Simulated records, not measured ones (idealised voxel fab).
This is a process module. Its name is voxel spacer lines.
Cross-section cut: width 150 nm, square cells of 5 nm.
Cross-section spec: square-cell grid; bands listed top down; each band is one or more rows. First you get the band's top height and its bottom height, in nm, and then the materials it's made of, left to right, with each width in nm. If you see a single material with "throughout", that one covers the band edge to edge. "air" is empty space. All heights in this document are referenced to 0, defined as the level beneath which the wafer, as received, consists entirely of one material. The lowest band is not bounded below; it extends indefinitely downward and is written in the form "0 down". A width such as "30->40" changes by the same amount from each row of cells to the next, from the band's top row to its bottom row. For the purposes of this document, the phrase "no alterations made" attached to a step denotes that no cell within the cross-section was modified by that step. Empty spaces without an open route to the top, at least 8 cells in extent, make up the entry "Trapped void list"; each is given as width x height at distance, where the distance is measured from the left edge, and all are in nm. Text after the settings on a step's line: the simulator's own remark on that step. A step line may carry the setting "overlay nm", which, for steps involving a mask, states the distance by which the mask lay to the right of its intended position; negative values denote displacement to the left. Note: before/after cross-section pairs follow, one process step per pair, after-side truncated at the lowest changed band, step and settings given beneath. Different runs of this module on the same starting wafer may supply the pairs; a pair continues the one above only where the "Structure before processing" entry says so.
[Structure before processing]
- 0 down = Si throughout
- Trapped void list: none
[Section, Post-Step]
- 5 to 0 = Al2O3 throughout
- Anything lower than 0 is untouched.
- Trapped void list: none
What was done to get from the before section above to the after section? op CONFORMAL_DEP | material Al2O3 | thk nm 5
Structure before processing: The pre-step condition corresponds to the post-step cross-section depicted in the pair directly above.
[Section, Post-Step]
- 15 to 5 = W throughout
- Anything lower than 5 is untouched.
- Trapped void list: none
What was done to get from the before section above to the after section? op DIRECTIONAL_DEP | material W | thk nm 10
Structure before processing: The pre-step condition corresponds to the post-step cross-section depicted in the pair directly above.
[Section, Post-Step]
- 35 to 15 = polySi throughout
- Anything lower than 15 is untouched.
- Trapped void list: none
What was done to get from the before section above to the after section? op DIRECTIONAL_DEP | material polySi | thk nm 20
Structure before processing: The pre-step condition corresponds to the post-step cross-section depicted in the pair directly above.
[Section, Post-Step]
- 60 to 35 = air=40 / resist=15 / air=35 / resist=15 / air=45
- Anything lower than 35 is untouched.
- Trapped void list: none
What was done to get from the before section above to the after section? op PATTERN | tone cover | mask id MANDREL | material resist | width nm 15 | pitch nm 50 | thk nm 25 | overlay nm 0
Structure before processing: The pre-step condition corresponds to the post-step cross-section depicted in the pair directly above.
[Section, Post-Step]
- 60 to 35 = air=40 / resist=15 / air=35 / resist=15 / air=45
- 35 to 15 = air=40 / polySi=15 / air=35 / polySi=15 / air=45
- Anything lower than 15 is untouched.
- Trapped void list: none
What was done to get from the before section above to the after section? op DIRECTIONAL_ETCH | etch materials polySi | depth nm 20
Structure before processing: The pre-step condition corresponds to the post-step cross-section depicted in the pair directly above.
[Section, Post-Step]
- 35 to 15 = air=40 / polySi=15 / air=35 / polySi=15 / air=45
- Anything lower than 15 is untouched.
- Trapped void list: none
What was done to get from the before section above to the after section? op STRIP | etch materials resist
Structure before processing: The pre-step condition corresponds to the post-step cross-section depicted in the pair directly above.
[Section, Post-Step]
- 45 to 35 = air=30 / SiN=35 / air=15 / SiN=35 / air=35
- 35 to 25 = air=30 / SiN=10 / polySi=15 / SiN=10 / air=15 / SiN=10 / polySi=15 / SiN=10 / air=35
- 25 to 15 = SiN=40 / polySi=15 / SiN=35 / polySi=15 / SiN=45
- Anything lower than 15 is untouched.
- Trapped void list: none
What was done to get from the before section above to the after section? op CONFORMAL_DEP | material SiN | thk nm 10
Structure before processing: The pre-step condition corresponds to the post-step cross-section depicted in the pair directly above.
[Section, Post-Step]
- 35 to 15 = air=30 / SiN=10 / polySi=15 / SiN=10 / air=15 / SiN=10 / polySi=15 / SiN=10 / air=35
- Anything lower than 15 is untouched.
- Trapped void list: none
What was done to get from the before section above to the after section? op DIRECTIONAL_ETCH | etch materials SiN | depth nm 10
Structure before processing: The pre-step condition corresponds to the post-step cross-section depicted in the pair directly above.
[Section, Post-Step]
- 35 to 15 = air=30 / SiN=10 / air=15 / SiN=10 / air=15 / SiN=10 / air=15 / SiN=10 / air=35
- Anything lower than 15 is untouched.
- Trapped void list: none
What was done to get from the before section above to the after section? op STRIP | etch materials polySi
Structure before processing: The pre-step condition corresponds to the post-step cross-section depicted in the pair directly above.
[Section, Post-Step]
- 35 to 15 = air=30 / SiN=10 / air=15 / SiN=10 / air=15 / SiN=10 / air=15 / SiN=10 / air=35
- 15 to 5 = air=30 / W=10 / air=15 / W=10 / air=15 / W=10 / air=15 / W=10 / air=35
- Anything lower than 5 is untouched.
- Trapped void list: none
What was done to get from the before section above to the after section? op DIRECTIONAL_ETCH | etch materials W | depth nm 10
Structure before processing: The pre-step condition corresponds to the post-step cross-section depicted in the pair directly above.
[Section, Post-Step]
- 15 to 5 = air=30 / W=10 / air=15 / W=10 / air=15 / W=10 / air=15 / W=10 / air=35
- Anything lower than 5 is untouched.
- Trapped void list: none
What was done to get from the before section above to the after section? op STRIP | etch materials SiN
Structure before processing: The pre-step condition corresponds to the post-step cross-section depicted in the pair directly above.
[Section, Post-Step]
- 20 to 15 = SiO2 throughout
- 15 to 5 = SiO2=30 / W=10 / SiO2=15 / W=10 / SiO2=15 / W=10 / SiO2=15 / W=10 / SiO2=35
- Anything lower than 5 is untouched.
- Trapped void list: none
What was done to get from the before section above to the after section? op FILL_DEP | material SiO2 | thk nm 5
Structure before processing: The pre-step condition corresponds to the post-step cross-section depicted in the pair directly above.
[Section, Post-Step]
- 15 to 5 = SiO2=30 / W=10 / SiO2=15 / W=10 / SiO2=15 / W=10 / SiO2=15 / W=10 / SiO2=35
- Anything lower than 5 is untouched.
- Trapped void list: none
What was done to get from the before section above to the after section? op CMP | height nm 15
[Structure before processing]
- 0 down = Si throughout
- Trapped void list: none
[Section, Post-Step]
- 10 to 0 = W throughout
- Anything lower than 0 is untouched.
- Trapped void list: none
What was done to get from the before section above to the after section? op DIRECTIONAL_DEP | material W | thk nm 10
Structure before processing: The pre-step condition corresponds to the post-step cross-section depicted in the pair directly above.
[Section, Post-Step]
- 30 to 10 = polySi throughout
- Anything lower than 10 is untouched.
- Trapped void list: none
What was done to get from the before section above to the after section? op DIRECTIONAL_DEP | material polySi | thk nm 20
Structure before processing: The pre-step condition corresponds to the post-step cross-section depicted in the pair directly above.
[Section, Post-Step]
- 55 to 30 = air=40 / resist=15 / air=35 / resist=15 / air=45
- Anything lower than 30 is untouched.
- Trapped void list: none
What was done to get from the before section above to the after section? op PATTERN | tone cover | mask id MANDREL | material resist | width nm 15 | pitch nm 50 | thk nm 25 | overlay nm 0
Structure before processing: The pre-step condition corresponds to the post-step cross-section depicted in the pair directly above.
[Section, Post-Step]
- 55 to 30 = air=40 / resist=15 / air=35 / resist=15 / air=45
- 30 to 10 = air=40 / polySi=15 / air=35 / polySi=15 / air=45
- Anything lower than 10 is untouched.
- Trapped void list: none
What was done to get from the before section above to the after section? op DIRECTIONAL_ETCH | etch materials polySi | depth nm 20
Structure before processing: The pre-step condition corresponds to the post-step cross-section depicted in the pair directly above.
[Section, Post-Step]
- 30 to 10 = air=40 / polySi=15 / air=35 / polySi=15 / air=45
- Anything lower than 10 is untouched.
- Trapped void list: none
What was done to get from the before section above to the after section? op STRIP | etch materials resist
Structure before processing: The pre-step condition corresponds to the post-step cross-section depicted in the pair directly above.
[Section, Post-Step]
- 40 to 30 = air=30 / SiN=35 / air=15 / SiN=35 / air=35
- 30 to 20 = air=30 / SiN=10 / polySi=15 / SiN=10 / air=15 / SiN=10 / polySi=15 / SiN=10 / air=35
- 20 to 10 = SiN=40 / polySi=15 / SiN=35 / polySi=15 / SiN=45
- Anything lower than 10 is untouched.
- Trapped void list: none
What was done to get from the before section above to the after section? op CONFORMAL_DEP | material SiN | thk nm 10
Structure before processing: The pre-step condition corresponds to the post-step cross-section depicted in the pair directly above.
[Section, Post-Step]
- 30 to 10 = air=30 / SiN=10 / polySi=15 / SiN=10 / air=15 / SiN=10 / polySi=15 / SiN=10 / air=35
- Anything lower than 10 is untouched.
- Trapped void list: none
What was done to get from the before section above to the after section? op DIRECTIONAL_ETCH | etch materials SiN | depth nm 10
Structure before processing: The pre-step condition corresponds to the post-step cross-section depicted in the pair directly above.
[Section, Post-Step]
- 30 to 10 = air=30 / SiN=10 / air=15 / SiN=10 / air=15 / SiN=10 / air=15 / SiN=10 / air=35
- Anything lower than 10 is untouched.
- Trapped void list: none
What was done to get from the before section above to the after section? op STRIP | etch materials polySi
Structure before processing: The pre-step condition corresponds to the post-step cross-section depicted in the pair directly above.
[Section, Post-Step]
- 30 to 10 = air=30 / SiN=10 / air=15 / SiN=10 / air=15 / SiN=10 / air=15 / SiN=10 / air=35
- 10 to 0 = air=30 / W=10 / air=15 / W=10 / air=15 / W=10 / air=15 / W=10 / air=35
- Anything lower than 0 is untouched.
- Trapped void list: none
What was done to get from the before section above to the after section? op DIRECTIONAL_ETCH | etch materials W | depth nm 10
Structure before processing: The pre-step condition corresponds to the post-step cross-section depicted in the pair directly above.
[Section, Post-Step]
- 10 to 0 = air=30 / W=10 / air=15 / W=10 / air=15 / W=10 / air=15 / W=10 / air=35
- Anything lower than 0 is untouched.
- Trapped void list: none
What was done to get from the before section above to the after section? op STRIP | etch materials SiN
Structure before processing: The pre-step condition corresponds to the post-step cross-section depicted in the pair directly above.
[Section, Post-Step]
- 15 to 10 = SiO2 throughout
- 10 to 0 = SiO2=30 / W=10 / SiO2=15 / W=10 / SiO2=15 / W=10 / SiO2=15 / W=10 / SiO2=35
- Anything lower than 0 is untouched.
- Trapped void list: none
What was done to get from the before section above to the after section? op FILL_DEP | material SiO2 | thk nm 5
[Structure before processing]
- 10 to 0 = W throughout
- 0 down = Si throughout
- Trapped void list: none
[Section, Post-Step]
- 15 to 10 = Al2O3 throughout
- Anything lower than 10 is untouched.
- Trapped void list: none
What was done to get from the before section above to the after section? op CONFORMAL_DEP | material Al2O3 | thk nm 5
Structure before processing: The pre-step condition corresponds to the post-step cross-section depicted in the pair directly above.
[Section, Post-Step]
- 35 to 15 = polySi throughout
- Anything lower than 15 is untouched.
- Trapped void list: none
What was done to get from the before section above to the after section? op DIRECTIONAL_DEP | material polySi | thk nm 20
Structure before processing: The pre-step condition corresponds to the post-step cross-section depicted in the pair directly above.
[Section, Post-Step]
- 60 to 35 = air=40 / resist=15 / air=35 / resist=15 / air=45
- Anything lower than 35 is untouched.
- Trapped void list: none
What was done to get from the before section above to the after section? op PATTERN | tone cover | mask id MANDREL | material resist | width nm 15 | pitch nm 50 | thk nm 25 | overlay nm 0
Structure before processing: The pre-step condition corresponds to the post-step cross-section depicted in the pair directly above.
[Section, Post-Step]
- 60 to 35 = air=40 / resist=15 / air=35 / resist=15 / air=45
- 35 to 15 = air=40 / polySi=15 / air=35 / polySi=15 / air=45
- Anything lower than 15 is untouched.
- Trapped void list: none
What was done to get from the before section above to the after section? op DIRECTIONAL_ETCH | etch materials polySi | depth nm 20
Structure before processing: The pre-step condition corresponds to the post-step cross-section depicted in the pair directly above.
[Section, Post-Step]
- 35 to 15 = air=40 / polySi=15 / air=35 / polySi=15 / air=45
- Anything lower than 15 is untouched.
- Trapped void list: none
What was done to get from the before section above to the after section? op STRIP | etch materials resist
Structure before processing: The pre-step condition corresponds to the post-step cross-section depicted in the pair directly above.
[Section, Post-Step]
- 45 to 35 = air=30 / SiN=35 / air=15 / SiN=35 / air=35
- 35 to 25 = air=30 / SiN=10 / polySi=15 / SiN=10 / air=15 / SiN=10 / polySi=15 / SiN=10 / air=35
- 25 to 15 = SiN=40 / polySi=15 / SiN=35 / polySi=15 / SiN=45
- Anything lower than 15 is untouched.
- Trapped void list: none
What was done to get from the before section above to the after section? op CONFORMAL_DEP | material SiN | thk nm 10
Structure before processing: The pre-step condition corresponds to the post-step cross-section depicted in the pair directly above.
[Section, Post-Step]
- 35 to 15 = air=30 / SiN=10 / polySi=15 / SiN=10 / air=15 / SiN=10 / polySi=15 / SiN=10 / air=35
- Anything lower than 15 is untouched.
- Trapped void list: none
What was done to get from the before section above to the after section? op DIRECTIONAL_ETCH | etch materials SiN | depth nm 10
Structure before processing: The pre-step condition corresponds to the post-step cross-section depicted in the pair directly above.
[Section, Post-Step]
- 35 to 15 = air=30 / SiN=10 / air=15 / SiN=10 / air=15 / SiN=10 / air=15 / SiN=10 / air=35
- Anything lower than 15 is untouched.
- Trapped void list: none
What was done to get from the before section above to the after section? op STRIP | etch materials polySi
Structure before processing: The pre-step condition corresponds to the post-step cross-section depicted in the pair directly above.
[Section, Post-Step]
- 15 to 10 = Al2O3 throughout
- Anything lower than 10 is untouched.
- Trapped void list: none
What was done to get from the before section above to the after section? op STRIP | etch materials SiN
Structure before processing: The pre-step condition corresponds to the post-step cross-section depicted in the pair directly above.
[Section, Post-Step]
- 20 to 15 = SiO2 throughout
- Anything lower than 15 is untouched.
- Trapped void list: none
What was done to get from the before section above to the after section? op FILL_DEP | material SiO2 | thk nm 5
Structure before processing: The pre-step condition corresponds to the post-step cross-section depicted in the pair directly above.
[Section, Post-Step]
- 15 to 10 = Al2O3 throughout
- Anything lower than 10 is untouched.
- Trapped void list: none
What was done to get from the before section above to the after section? op CMP | height nm 15
[Structure before processing]
- 5 to 0 = Al2O3 throughout
- 0 down = Si throughout
- Trapped void list: none
[Section, Post-Step]
- 10 to 5 = W throughout
- Anything lower than 5 is untouched.
- Trapped void list: none
What was done to get from the before section above to the after section? op DIRECTIONAL_DEP | material W | thk nm 5
Structure before processing: The pre-step condition corresponds to the post-step cross-section depicted in the pair directly above.
[Section, Post-Step]
- 30 to 10 = polySi throughout
- Anything lower than 10 is untouched.
- Trapped void list: none
What was done to get from the before section above to the after section? op DIRECTIONAL_DEP | material polySi | thk nm 20
Structure before processing: The pre-step condition corresponds to the post-step cross-section depicted in the pair directly above.
[Section, Post-Step]
- 55 to 30 = air=40 / resist=15 / air=35 / resist=15 / air=45
- Anything lower than 30 is untouched.
- Trapped void list: none
What was done to get from the before section above to the after section? op PATTERN | tone cover | mask id MANDREL | material resist | width nm 15 | pitch nm 50 | thk nm 25 | overlay nm 0
Structure before processing: The pre-step condition corresponds to the post-step cross-section depicted in the pair directly above.
[Section, Post-Step]
- 55 to 30 = air=40 / resist=15 / air=35 / resist=15 / air=45
- 30 to 10 = air=40 / polySi=15 / air=35 / polySi=15 / air=45
- Anything lower than 10 is untouched.
- Trapped void list: none
What was done to get from the before section above to the after section? op DIRECTIONAL_ETCH | etch materials polySi | depth nm 20
Structure before processing: The pre-step condition corresponds to the post-step cross-section depicted in the pair directly above.
[Section, Post-Step]
- 30 to 10 = air=40 / polySi=15 / air=35 / polySi=15 / air=45
- Anything lower than 10 is untouched.
- Trapped void list: none
What was done to get from the before section above to the after section? op STRIP | etch materials resist
Structure before processing: The pre-step condition corresponds to the post-step cross-section depicted in the pair directly above.
[Section, Post-Step]
- 40 to 30 = air=30 / SiN=35 / air=15 / SiN=35 / air=35
- 30 to 20 = air=30 / SiN=10 / polySi=15 / SiN=10 / air=15 / SiN=10 / polySi=15 / SiN=10 / air=35
- 20 to 10 = SiN=40 / polySi=15 / SiN=35 / polySi=15 / SiN=45
- Anything lower than 10 is untouched.
- Trapped void list: none
What was done to get from the before section above to the after section? op CONFORMAL_DEP | material SiN | thk nm 10
Structure before processing: The pre-step condition corresponds to the post-step cross-section depicted in the pair directly above.
[Section, Post-Step]
- 30 to 10 = air=30 / SiN=10 / polySi=15 / SiN=10 / air=15 / SiN=10 / polySi=15 / SiN=10 / air=35
- Anything lower than 10 is untouched.
- Trapped void list: none
What was done to get from the before section above to the after section? op DIRECTIONAL_ETCH | etch materials SiN | depth nm 10
Structure before processing: The pre-step condition corresponds to the post-step cross-section depicted in the pair directly above.
[Section, Post-Step]
- 30 to 10 = air=30 / SiN=10 / air=15 / SiN=10 / air=15 / SiN=10 / air=15 / SiN=10 / air=35
- Anything lower than 10 is untouched.
- Trapped void list: none
What was done to get from the before section above to the after section? op STRIP | etch materials polySi
Structure before processing: The pre-step condition corresponds to the post-step cross-section depicted in the pair directly above.
[Section, Post-Step]
- 30 to 10 = air=30 / SiN=10 / air=15 / SiN=10 / air=15 / SiN=10 / air=15 / SiN=10 / air=35
- 10 to 5 = air=30 / W=10 / air=15 / W=10 / air=15 / W=10 / air=15 / W=10 / air=35
- Anything lower than 5 is untouched.
- Trapped void list: none
What was done to get from the before section above to the after section? op DIRECTIONAL_ETCH | etch materials W | depth nm 10
Structure before processing: The pre-step condition corresponds to the post-step cross-section depicted in the pair directly above.
[Section, Post-Step]
- 10 to 5 = air=30 / W=10 / air=15 / W=10 / air=15 / W=10 / air=15 / W=10 / air=35
- Anything lower than 5 is untouched.
- Trapped void list: none
What was done to get from the before section above to the after section? op STRIP | etch materials SiN
Structure before processing: The pre-step condition corresponds to the post-step cross-section depicted in the pair directly above.
[Section, Post-Step]
- 15 to 10 = SiO2 throughout
- 10 to 5 = SiO2=30 / W=10 / SiO2=15 / W=10 / SiO2=15 / W=10 / SiO2=15 / W=10 / SiO2=35
- Anything lower than 5 is untouched.
- Trapped void list: none
What was done to get from the before section above to the after section? op FILL_DEP | material SiO2 | thk nm 5
[Structure before processing]
- 35 to 15 = polySi throughout
- 15 to 5 = W throughout
- 5 to 0 = Al2O3 throughout
- 0 down = Si throughout
- Trapped void list: none
[Section, Post-Step]
- 60 to 35 = air=40 / resist=20 / air=30 / resist=20 / air=40
- Anything lower than 35 is untouched.
- Trapped void list: none
What was done to get from the before section above to the after section? op PATTERN | tone cover | mask id MANDREL | material resist | width nm 20 | pitch nm 50 | thk nm 25 | overlay nm 0
Structure before processing: The pre-step condition corresponds to the post-step cross-section depicted in the pair directly above.
[Section, Post-Step]
- 60 to 35 = air=40 / resist=20 / air=30 / resist=20 / air=40
- 35 to 15 = air=40 / polySi=20 / air=30 / polySi=20 / air=40
- Anything lower than 15 is untouched.
- Trapped void list: none
What was done to get from the before section above to the after section? op DIRECTIONAL_ETCH | etch materials polySi | depth nm 20
Structure before processing: The pre-step condition corresponds to the post-step cross-section depicted in the pair directly above.
[Section, Post-Step]
- 35 to 15 = air=40 / polySi=20 / air=30 / polySi=20 / air=40
- Anything lower than 15 is untouched.
- Trapped void list: none
What was done to get from the before section above to the after section? op STRIP | etch materials resist
Structure before processing: The pre-step condition corresponds to the post-step cross-section depicted in the pair directly above.
[Section, Post-Step]
- 45 to 35 = air=30 / SiN=40 / air=10 / SiN=40 / air=30
- 35 to 25 = air=30 / SiN=10 / polySi=20 / SiN=10 / air=10 / SiN=10 / polySi=20 / SiN=10 / air=30
- 25 to 15 = SiN=40 / polySi=20 / SiN=30 / polySi=20 / SiN=40
- Anything lower than 15 is untouched.
- Trapped void list: none
What was done to get from the before section above to the after section? op CONFORMAL_DEP | material SiN | thk nm 10
Structure before processing: The pre-step condition corresponds to the post-step cross-section depicted in the pair directly above.
[Section, Post-Step]
- 35 to 15 = air=30 / SiN=10 / polySi=20 / SiN=10 / air=10 / SiN=10 / polySi=20 / SiN=10 / air=30
- Anything lower than 15 is untouched.
- Trapped void list: none
What was done to get from the before section above to the after section? op DIRECTIONAL_ETCH | etch materials SiN | depth nm 10
Structure before processing: The pre-step condition corresponds to the post-step cross-section depicted in the pair directly above.
[Section, Post-Step]
- 35 to 15 = air=30 / SiN=10 / air=20 / SiN=10 / air=10 / SiN=10 / air=20 / SiN=10 / air=30
- Anything lower than 15 is untouched.
- Trapped void list: none
What was done to get from the before section above to the after section? op STRIP | etch materials polySi
Structure before processing: The pre-step condition corresponds to the post-step cross-section depicted in the pair directly above.
[Section, Post-Step]
- 35 to 15 = air=30 / SiN=10 / air=20 / SiN=10 / air=10 / SiN=10 / air=20 / SiN=10 / air=30
- 15 to 5 = air=30 / W=10 / air=20 / W=10 / air=10 / W=10 / air=20 / W=10 / air=30
- Anything lower than 5 is untouched.
- Trapped void list: none
What was done to get from the before section above to the after section? op DIRECTIONAL_ETCH | etch materials W | depth nm 10
Structure before processing: The pre-step condition corresponds to the post-step cross-section depicted in the pair directly above.
[Section, Post-Step]
- 15 to 5 = air=30 / W=10 / air=20 / W=10 / air=10 / W=10 / air=20 / W=10 / air=30
- Anything lower than 5 is untouched.
- Trapped void list: none
What was done to get from the before section above to the after section? op STRIP | etch materials SiN
Structure before processing: The pre-step condition corresponds to the post-step cross-section depicted in the pair directly above.
[Section, Post-Step]
- 20 to 15 = SiO2 throughout
- 15 to 5 = SiO2=30 / W=10 / SiO2=20 / W=10 / SiO2=10 / W=10 / SiO2=20 / W=10 / SiO2=30
- Anything lower than 5 is untouched.
- Trapped void list: none
What was done to get from the before section above to the after section? op FILL_DEP | material SiO2 | thk nm 5
Structure before processing: The pre-step condition corresponds to the post-step cross-section depicted in the pair directly above.
[Section, Post-Step]
- 15 to 5 = SiO2=30 / W=10 / SiO2=20 / W=10 / SiO2=10 / W=10 / SiO2=20 / W=10 / SiO2=30
- Anything lower than 5 is untouched.
- Trapped void list: none
What was done to get from the before section above to the after section? op CMP | height nm 15
[Structure before processing]
- 35 to 15 = polySi throughout
- 15 to 5 = W throughout
- 5 to 0 = Al2O3 throughout
- 0 down = Si throughout
- Trapped void list: none
[Section, Post-Step]
- 60 to 35 = air=45 / resist=15 / air=35 / resist=15 / air=40
- Anything lower than 35 is untouched.
- Trapped void list: none
What was done to get from the before section above to the after section? op PATTERN | tone cover | mask id MANDREL | material resist | width nm 15 | pitch nm 50 | thk nm 25 | overlay nm 5
Structure before processing: The pre-step condition corresponds to the post-step cross-section depicted in the pair directly above.
[Section, Post-Step]
- 60 to 35 = air=45 / resist=15 / air=35 / resist=15 / air=40
- 35 to 15 = air=45 / polySi=15 / air=35 / polySi=15 / air=40
- Anything lower than 15 is untouched.
- Trapped void list: none
What was done to get from the before section above to the after section? op DIRECTIONAL_ETCH | etch materials polySi | depth nm 20
Structure before processing: The pre-step condition corresponds to the post-step cross-section depicted in the pair directly above.
[Section, Post-Step]
- 35 to 15 = air=45 / polySi=15 / air=35 / polySi=15 / air=40
- Anything lower than 15 is untouched.
- Trapped void list: none
What was done to get from the before section above to the after section? op STRIP | etch materials resist
Structure before processing: The pre-step condition corresponds to the post-step cross-section depicted in the pair directly above.
[Section, Post-Step]
- 45 to 35 = air=35 / SiN=35 / air=15 / SiN=35 / air=30
- 35 to 25 = air=35 / SiN=10 / polySi=15 / SiN=10 / air=15 / SiN=10 / polySi=15 / SiN=10 / air=30
- 25 to 15 = SiN=45 / polySi=15 / SiN=35 / polySi=15 / SiN=40
- Anything lower than 15 is untouched.
- Trapped void list: none
What was done to get from the before section above to the after section? op CONFORMAL_DEP | material SiN | thk nm 10
Structure before processing: The pre-step condition corresponds to the post-step cross-section depicted in the pair directly above.
[Section, Post-Step]
- 35 to 15 = air=35 / SiN=10 / polySi=15 / SiN=10 / air=15 / SiN=10 / polySi=15 / SiN=10 / air=30
- Anything lower than 15 is untouched.
- Trapped void list: none
What was done to get from the before section above to the after section? op DIRECTIONAL_ETCH | etch materials SiN | depth nm 10
Structure before processing: The pre-step condition corresponds to the post-step cross-section depicted in the pair directly above.
[Section, Post-Step]
- 35 to 15 = air=35 / SiN=10 / air=15 / SiN=10 / air=15 / SiN=10 / air=15 / SiN=10 / air=30
- Anything lower than 15 is untouched.
- Trapped void list: none
What was done to get from the before section above to the after section? op STRIP | etch materials polySi
Structure before processing: The pre-step condition corresponds to the post-step cross-section depicted in the pair directly above.
[Section, Post-Step]
- 35 to 15 = air=35 / SiN=10 / air=15 / SiN=10 / air=15 / SiN=10 / air=15 / SiN=10 / air=30
- 15 to 5 = air=35 / W=10 / air=15 / W=10 / air=15 / W=10 / air=15 / W=10 / air=30
- Anything lower than 5 is untouched.
- Trapped void list: none
What was done to get from the before section above to the after section? op DIRECTIONAL_ETCH | etch materials W | depth nm 10
Structure before processing: The pre-step condition corresponds to the post-step cross-section depicted in the pair directly above.
[Section, Post-Step]
- 15 to 5 = air=35 / W=10 / air=15 / W=10 / air=15 / W=10 / air=15 / W=10 / air=30
- Anything lower than 5 is untouched.
- Trapped void list: none
What was done to get from the before section above to the after section? op STRIP | etch materials SiN
Structure before processing: The pre-step condition corresponds to the post-step cross-section depicted in the pair directly above.
[Section, Post-Step]
- 20 to 15 = SiO2 throughout
- 15 to 5 = SiO2=35 / W=10 / SiO2=15 / W=10 / SiO2=15 / W=10 / SiO2=15 / W=10 / SiO2=30
- Anything lower than 5 is untouched.
- Trapped void list: none
What was done to get from the before section above to the after section? op FILL_DEP | material SiO2 | thk nm 5
Structure before processing: The pre-step condition corresponds to the post-step cross-section depicted in the pair directly above.
[Section, Post-Step]
- 15 to 5 = SiO2=35 / W=10 / SiO2=15 / W=10 / SiO2=15 / W=10 / SiO2=15 / W=10 / SiO2=30
- Anything lower than 5 is untouched.
- Trapped void list: none
What was done to get from the before section above to the after section? op CMP | height nm 15
[Structure before processing]
- 0 down = Si throughout
- Trapped void list: none
[Section, Post-Step]
- 5 to 0 = W throughout
- Anything lower than 0 is untouched.
- Trapped void list: none
What was done to get from the before section above to the after section? op CONFORMAL_DEP | material W | thk nm 5
Structure before processing: The pre-step condition corresponds to the post-step cross-section depicted in the pair directly above.
[Section, Post-Step]
- 15 to 0 = W throughout
- Anything lower than 0 is untouched.
- Trapped void list: none
What was done to get from the before section above to the after section? op DIRECTIONAL_DEP | material W | thk nm 10
Structure before processing: The pre-step condition corresponds to the post-step cross-section depicted in the pair directly above.
[Section, Post-Step]
- 35 to 15 = polySi throughout
- Anything lower than 15 is untouched.
- Trapped void list: none
What was done to get from the before section above to the after section? op DIRECTIONAL_DEP | material polySi | thk nm 20
Structure before processing: The pre-step condition corresponds to the post-step cross-section depicted in the pair directly above.
[Section, Post-Step]
- 60 to 35 = air=40 / resist=15 / air=35 / resist=15 / air=45
- Anything lower than 35 is untouched.
- Trapped void list: none
What was done to get from the before section above to the after section? op PATTERN | tone cover | mask id MANDREL | material resist | width nm 15 | pitch nm 50 | thk nm 25 | overlay nm 0
Structure before processing: The pre-step condition corresponds to the post-step cross-section depicted in the pair directly above.
[Section, Post-Step]
- 60 to 35 = air=40 / resist=15 / air=35 / resist=15 / air=45
- 35 to 15 = air=40 / polySi=15 / air=35 / polySi=15 / air=45
- Anything lower than 15 is untouched.
- Trapped void list: none
What was done to get from the before section above to the after section? op DIRECTIONAL_ETCH | etch materials polySi | depth nm 20
Structure before processing: The pre-step condition corresponds to the post-step cross-section depicted in the pair directly above.
[Section, Post-Step]
- 35 to 15 = air=40 / polySi=15 / air=35 / polySi=15 / air=45
- Anything lower than 15 is untouched.
- Trapped void list: none
What was done to get from the before section above to the after section? op STRIP | etch materials resist
Structure before processing: The pre-step condition corresponds to the post-step cross-section depicted in the pair directly above.
[Section, Post-Step]
- 45 to 35 = air=30 / SiN=35 / air=15 / SiN=35 / air=35
- 35 to 25 = air=30 / SiN=10 / polySi=15 / SiN=10 / air=15 / SiN=10 / polySi=15 / SiN=10 / air=35
- 25 to 15 = SiN=40 / polySi=15 / SiN=35 / polySi=15 / SiN=45
- Anything lower than 15 is untouched.
- Trapped void list: none
What was done to get from the before section above to the after section? op CONFORMAL_DEP | material SiN | thk nm 10
Structure before processing: The pre-step condition corresponds to the post-step cross-section depicted in the pair directly above.
[Section, Post-Step]
- 35 to 15 = air=30 / SiN=10 / polySi=15 / SiN=10 / air=15 / SiN=10 / polySi=15 / SiN=10 / air=35
- Anything lower than 15 is untouched.
- Trapped void list: none
What was done to get from the before section above to the after section? op DIRECTIONAL_ETCH | etch materials SiN | depth nm 10
Structure before processing: The pre-step condition corresponds to the post-step cross-section depicted in the pair directly above.
[Section, Post-Step]
- 35 to 15 = air=30 / SiN=10 / air=15 / SiN=10 / air=15 / SiN=10 / air=15 / SiN=10 / air=35
- Anything lower than 15 is untouched.
- Trapped void list: none
What was done to get from the before section above to the after section? op STRIP | etch materials polySi
Structure before processing: The pre-step condition corresponds to the post-step cross-section depicted in the pair directly above.
[Section, Post-Step]
- 35 to 15 = air=30 / SiN=10 / air=15 / SiN=10 / air=15 / SiN=10 / air=15 / SiN=10 / air=35
- 15 to 5 = air=30 / W=10 / air=15 / W=10 / air=15 / W=10 / air=15 / W=10 / air=35
- Anything lower than 5 is untouched.
- Trapped void list: none
What was done to get from the before section above to the after section? op DIRECTIONAL_ETCH | etch materials W | depth nm 10
Structure before processing: The pre-step condition corresponds to the post-step cross-section depicted in the pair directly above.
[Section, Post-Step]
- 15 to 5 = air=30 / W=10 / air=15 / W=10 / air=15 / W=10 / air=15 / W=10 / air=35
- Anything lower than 5 is untouched.
- Trapped void list: none
What was done to get from the before section above to the after section? op STRIP | etch materials SiN
Structure before processing: The pre-step condition corresponds to the post-step cross-section depicted in the pair directly above.
[Section, Post-Step]
- 20 to 15 = SiO2 throughout
- 15 to 5 = SiO2=30 / W=10 / SiO2=15 / W=10 / SiO2=15 / W=10 / SiO2=15 / W=10 / SiO2=35
- Anything lower than 5 is untouched.
- Trapped void list: none
What was done to get from the before section above to the after section? op FILL_DEP | material SiO2 | thk nm 5
Structure before processing: The pre-step condition corresponds to the post-step cross-section depicted in the pair directly above.
[Section, Post-Step]
- 15 to 5 = SiO2=30 / W=10 / SiO2=15 / W=10 / SiO2=15 / W=10 / SiO2=15 / W=10 / SiO2=35
- Anything lower than 5 is untouched.
- Trapped void list: none
What was done to get from the before section above to the after section? op CMP | height nm 15
